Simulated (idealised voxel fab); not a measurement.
Process module name: voxel released beams
Cross-sectional view cut (width: 220 nm; square cell size: 5 nm).
If you're reading a cross-section in this doc, picture square cells in a grid; it comes to you as bands, top ones listed first down to the bottom, and a band can be one or more rows of cells. Band: top and bottom heights (nm) first, top before bottom; then materials from left to right, widths in nm. "edge to edge" marks a sole material filling the band edge to edge. "air" denotes empty space. Measure heights from 0. That's the level where, below it, the as-received wafer is all one material. The lowest band is bottomless and extends downward; write it as in "top 0, no bottom". Graded width ("30->40"): value in top row of band = first number; value in bottom row = second number; row-to-row change constant. Any step labelled "identical to before" changed none of the cells in the cross-section. Entry "Trapped cavities" = empty spaces >= 8 cells with no open way to the top; each as width x height at distance, distance from left edge, all nm. Post-settings text on a step line: simulator's own remark regarding the step. overlay nm, on a step with a mask: how far to the right of its planned place the mask lay; to the left if negative.
### The planned process steps are enumerated hereunder
1 RECEIVE [material Si]
2 CONFORMAL_DEP [material SiN] [thk nm 5]
3 DIRECTIONAL_DEP [material SiO2] [thk nm 10]
4 MASKED_ETCH [tone open] [mask id ANCHOR] [width nm 25] [etch materials SiO2] [depth nm 10] [overlay nm 0]
5 CONFORMAL_DEP [material polySi] [thk nm 10]
6 MASKED_ETCH [tone cover] [mask id BEAM] [width nm 95] [etch materials polySi] [depth nm 10] [overlay nm 0]
7 STRIP [etch materials SiO2]
### Received-state cross-section, reflecting completion of step 1
- top 0, no bottom: Si edge to edge
- Trapped cavities: none
### First of two wafers at the end of the module, shown in cross-section; run carried out as planned
- top 25, bottom 15: 60 of air, 15 of polySi, 5 of air, 75 of polySi, 65 of air
- top 15, bottom 5: 65 of air, 25 of polySi, 130 of air
- top 5, bottom 0: SiN edge to edge
- top 0, no bottom: Si edge to edge
- Trapped cavities: none
### Wafer two (of two), end-of-module cross-section: start = wafer one, plan = wafer one, one run mistake
- top 0, no bottom: Si edge to edge
- Trapped cavities: none
In executing the process, a mistake was made relative to the plan: step 2 was run on a setting that differed from the plan, and what really ran there is CONFORMAL_DEP [material SiO2] [thk nm 5]
Bottom line after processing is that, in cells, the second wafer is up or down on some materials versus the first: 44 fewer of SiN | 46 fewer of polySi
